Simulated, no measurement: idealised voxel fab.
Proc. module: voxel self aligned vias
The width of the displayed cross-section, cut, is 260 nm; its cells are square, with a size of 5 nm.
Cross-section spec: square-cell grid; bands listed top down; each band is one or more rows.
Per band: top height and bottom height in nm, followed by the left-to-right materials and their widths in nm; "everywhere" marks a single material spanning edge to edge, "empty" marks empty space.
Beneath 0, the wafer as received is one material, and that level is where height counting begins. The lowest band goes on downward without a bottom; it is written like "0 -> down".
Width: "30->40" (first number = top row, second number = bottom row, same change from row to row of cells).
For the purposes of this document, the phrase "nothing changed" attached to a step denotes that no cell within the cross-section was modified by that step.
Closed empty spaces (no open way to the top) of 8 cells or more are what "Closed empty spaces" lists, each as width x height at distance from the left edge, nm for all three.
Note: text after step settings on the step line = simulator remark on that step.
overlay nm, on a step with a mask: how far to the right of its planned place the mask lay; to the left if negative

Listed below are the process steps as planned
- 1: RECEIVE: material Si
- 2: CONFORMAL_DEP: material SiO2, thk nm 10
- 3: CONFORMAL_DEP: material SiCN, thk nm 5
- 4: DIRECTIONAL_DEP: material lowk, thk nm 20
- 5: DIRECTIONAL_DEP: material aC, thk nm 15
- 6: PATTERN: tone open, mask id LINES, material resist, width nm 25, pitch nm 75, thk nm 35, overlay nm 0
- 7: DIRECTIONAL_ETCH: etch materials aC, depth nm 15
- 8: STRIP: etch materials resist
- 9: DIRECTIONAL_ETCH: etch materials lowk, depth nm 20
- 10: STRIP: etch materials aC
- 11: CONFORMAL_DEP: material TiN, thk nm 5
- 12: FILL_DEP: material W, thk nm 10
- 13: CMP: height nm 35
- 14: SELECTIVE_ETCH: etch materials W Ru TiN, depth nm 5
- 15: FILL_DEP: material SiN, thk nm 10
- 16: CMP: height nm 35
- 17: DIRECTIONAL_DEP: material lowk, thk nm 15
- 18: MASKED_ETCH: tone open, mask id VIAS, width nm 45, etch materials lowk, depth nm 15, overlay nm 0
- 19: MASKED_ETCH: tone open, mask id VIAS, width nm 45, etch materials SiN, depth nm 5, overlay nm 0
- 20: CONFORMAL_DEP: material TiN, thk nm 5
- 21: FILL_DEP: material Cu, thk nm 5
- 22: CMP: height nm 50
- 23: CONFORMAL_DEP: material SiN, thk nm 5

First wafer out of two, processed as planned

Shown in cross-section is the wafer as received, that is, as it stands after step 1
	0 -> down = Si everywhere
	Closed empty spaces: none

How the wafer stands in section after step 2
	10 -> 0 = SiO2 everywhere
	below 0: unchanged

How the wafer stands in section after step 3
	15 -> 10 = SiCN everywhere
	below 10: unchanged

How the wafer stands in section after step 4
	35 -> 15 = lowk everywhere
	below 15: unchanged

How the wafer stands in section after step 5
	50 -> 35 = aC everywhere
	below 35: unchanged

How the wafer stands in section after step 6
	85 -> 50 = resist 80; empty 25; resist 50; empty 25; resist 80
	below 50: unchanged

How the wafer stands in section after step 7
	70 -> 50 = resist 80; empty 25; resist 50; empty 25; resist 80
	50 -> 35 = aC 80; empty 25; aC 50; empty 25; aC 80
	below 35: unchanged

How the wafer stands in section after step 8
	50 -> 35 = aC 80; empty 25; aC 50; empty 25; aC 80
	below 35: unchanged

How the wafer stands in section after step 9
	50 -> 35 = aC 80; empty 25; aC 50; empty 25; aC 80
	35 -> 15 = lowk 80; empty 25; lowk 50; empty 25; lowk 80
	below 15: unchanged

How the wafer stands in section after step 10
	35 -> 15 = lowk 80; empty 25; lowk 50; empty 25; lowk 80
	below 15: unchanged

How the wafer stands in section after step 11
	40 -> 35 = TiN 85; empty 15; TiN 60; empty 15; TiN 85
	35 -> 20 = lowk 80; TiN 5; empty 15; TiN 5; lowk 50; TiN 5; empty 15; TiN 5; lowk 80
	20 -> 15 = lowk 80; TiN 25; lowk 50; TiN 25; lowk 80
	below 15: unchanged

How the wafer stands in section after step 12
	50 -> 40 = W everywhere
	40 -> 35 = TiN 85; W 15; TiN 60; W 15; TiN 85
	35 -> 20 = lowk 80; TiN 5; W 15; TiN 5; lowk 50; TiN 5; W 15; TiN 5; lowk 80
	below 20: unchanged

How the wafer stands in section after step 13
	35 -> 20 = lowk 80; TiN 5; W 15; TiN 5; lowk 50; TiN 5; W 15; TiN 5; lowk 80
	below 20: unchanged

How the wafer stands in section after step 14
	35 -> 30 = lowk 80; empty 25; lowk 50; empty 25; lowk 80
	below 30: unchanged

How the wafer stands in section after step 15
	45 -> 35 = SiN everywhere
	35 -> 30 = lowk 80; SiN 25; lowk 50; SiN 25; lowk 80
	below 30: unchanged

How the wafer stands in section after step 16
	35 -> 30 = lowk 80; SiN 25; lowk 50; SiN 25; lowk 80
	below 30: unchanged

How the wafer stands in section after step 17
	50 -> 35 = lowk everywhere
	below 35: unchanged

How the wafer stands in section after step 18
	50 -> 35 = lowk 70; empty 45; lowk 145
	below 35: unchanged

How the wafer stands in section after step 19
	50 -> 35 = lowk 70; empty 45; lowk 145
	35 -> 30 = lowk 80; empty 25; lowk 50; SiN 25; lowk 80
	below 30: unchanged

How the wafer stands in section after step 20
	55 -> 50 = TiN 75; empty 35; TiN 150
	50 -> 40 = lowk 70; TiN 5; empty 35; TiN 5; lowk 145
	40 -> 35 = lowk 70; TiN 15; empty 15; TiN 15; lowk 145
	35 -> 30 = lowk 80; TiN 25; lowk 50; SiN 25; lowk 80
	below 30: unchanged

How the wafer stands in section after step 21
	60 -> 55 = Cu everywhere
	55 -> 50 = TiN 75; Cu 35; TiN 150
	50 -> 40 = lowk 70; TiN 5; Cu 35; TiN 5; lowk 145
	40 -> 35 = lowk 70; TiN 15; Cu 15; TiN 15; lowk 145
	below 35: unchanged

How the wafer stands in section after step 22
	50 -> 40 = lowk 70; TiN 5; Cu 35; TiN 5; lowk 145
	below 40: unchanged

How the wafer stands in section after step 23
	55 -> 50 = SiN everywhere
	below 50: unchanged

Second of two: same start, same plan, one run error; steps up to and including 3 match the first

Second wafer, cross-section, planned end of step 4
	35 -> 15 = W everywhere
	below 15: unchanged

Second wafer, cross-section, planned end of step 5
	50 -> 35 = aC everywhere
	below 35: unchanged

Second wafer, cross-section, planned end of step 6
	85 -> 50 = resist 80; empty 25; resist 50; empty 25; resist 80
	below 50: unchanged

Second wafer, cross-section, planned end of step 7
	70 -> 50 = resist 80; empty 25; resist 50; empty 25; resist 80
	50 -> 35 = aC 80; empty 25; aC 50; empty 25; aC 80
	below 35: unchanged

Second wafer, cross-section, planned end of step 8
	50 -> 35 = aC 80; empty 25; aC 50; empty 25; aC 80
	below 35: unchanged

Second wafer, cross-section, planned end of step 9: nothing changed

Second wafer, cross-section, planned end of step 10
	35 -> 15 = W everywhere
	below 15: unchanged

Second wafer, cross-section, planned end of step 11
	40 -> 35 = TiN everywhere
	below 35: unchanged

Second wafer, cross-section, planned end of step 12
	50 -> 40 = W everywhere
	below 40: unchanged

Second wafer, cross-section, planned end of step 13
	35 -> 15 = W everywhere
	below 15: unchanged

Second wafer, cross-section, planned end of step 14
	30 -> 15 = W everywhere
	below 15: unchanged

Second wafer, cross-section, planned end of step 15
	40 -> 30 = SiN everywhere
	below 30: unchanged

Second wafer, cross-section, planned end of step 16
	35 -> 30 = SiN everywhere
	below 30: unchanged

Second wafer, cross-section, planned end of step 17
	50 -> 35 = lowk everywhere
	below 35: unchanged

Second wafer, cross-section, planned end of step 18
	50 -> 35 = lowk 70; empty 45; lowk 145
	below 35: unchanged

Second wafer, cross-section, planned end of step 19
	50 -> 35 = lowk 70; empty 45; lowk 145
	35 -> 30 = SiN 70; empty 45; SiN 145
	below 30: unchanged

Second wafer, cross-section, planned end of step 20
	55 -> 50 = TiN 75; empty 35; TiN 150
	50 -> 35 = lowk 70; TiN 5; empty 35; TiN 5; lowk 145
	35 -> 30 = SiN 70; TiN 45; SiN 145
	below 30: unchanged

Second wafer, cross-section, planned end of step 21
	60 -> 55 = Cu everywhere
	55 -> 50 = TiN 75; Cu 35; TiN 150
	50 -> 35 = lowk 70; TiN 5; Cu 35; TiN 5; lowk 145
	below 35: unchanged

Second wafer, cross-section, planned end of step 22
	50 -> 35 = lowk 70; TiN 5; Cu 35; TiN 5; lowk 145
	below 35: unchanged

Second wafer, cross-section, planned end of step 23
	55 -> 50 = SiN everywhere
	below 50: unchanged
Heads up, the wafer didn't run the way we planned it: step 4: run off-plan, actual operation and settings DIRECTIONAL_DEP: material W, thk nm 20
The closing comparison, in cells, has the second wafer with more or fewer of some materials than the first: 4 more of Cu, 38 more of SiN, 18 fewer of TiN, 144 more of W, 168 fewer of lowk
